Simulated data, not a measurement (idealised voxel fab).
Proc. module: voxel plated lines
Cross-section cut: width 225 nm, square cells of 5 nm.
Just so we're on the same page, the cross-sections are grids of square cells, and they're listed out in bands top to bottom, each band one or more rows deep. A band entry consists of two parts. The first gives the height of the band's top and the height of its bottom, in nm. The rest lists the band's materials from left to right, each with its width in nm. A single material labelled with the word "edge to edge" fills the band from edge to edge, and the word "blank" marks empty space. Heights from 0 (as-received wafer is one material below). Bottom band endless downward, as "0 nm and below". Think of "30->40" as a width that walks from the first number to the second as you go down the band, top row to bottom row, taking equal-sized steps from row to row. For the purposes of this document, the phrase "identical to before" attached to a step denotes that no cell within the cross-section was modified by that step. For the entry "Closed void roster", the listed items are empty spaces with no open way to the top whose size is 8 cells or more; each item follows the pattern width x height at distance, where distance is from the left edge and all three are in nm. after a step's settings: what the simulator itself notes on the step. A step's line can hold "overlay nm"; with a mask on that step, the setting says how far right of the planned place the mask lay, while a negative setting says it lay to the left.
## So here's the lineup of process steps we planned
1) RECEIVE (material Si)
2) CONFORMAL_DEP (material Al2O3; thk nm 10)
3) DIRECTIONAL_DEP (material TiN; thk nm 5)
4) PATTERN (tone open; mask id LINES; material resist; width nm 15; pitch nm 55; thk nm 15; overlay nm 0)
5) EPI (material Ru; thk nm 10)
6) STRIP (etch materials resist)
7) DIRECTIONAL_ETCH (etch materials TiN; depth nm 5)
8) CONFORMAL_DEP (material SiO2; thk nm 10)
Among the wafers covered here, the point of difference is the width nm at step 4; their starting state is shared, and the plan presents the value of the first wafer.
## The first of several wafers as received, shown in cross-section; this is its state after step 1
> 0 nm and below | Si edge to edge
> Closed void roster: none
## Each row below is a wafer at the end of the module, listing for every material the number of cells it has gained (+) or lost (-) since it was received, followed by its closed voids
width nm 15, +90 Al2O3, +12 Ru, +114 SiO2, +6 TiN, Closed void roster: none
width nm 20, +90 Al2O3, +16 Ru, +114 SiO2, +8 TiN, Closed void roster: none
width nm 25, +90 Al2O3, +20 Ru, +114 SiO2, +10 TiN, Closed void roster: none
width nm 30, +90 Al2O3, +24 Ru, +114 SiO2, +12 TiN, Closed void roster: none
width nm 35, +90 Al2O3, +28 Ru, +114 SiO2, +14 TiN, Closed void roster: none
width nm 40, +90 Al2O3, +32 Ru, +111 SiO2, +16 TiN, Closed void roster: none
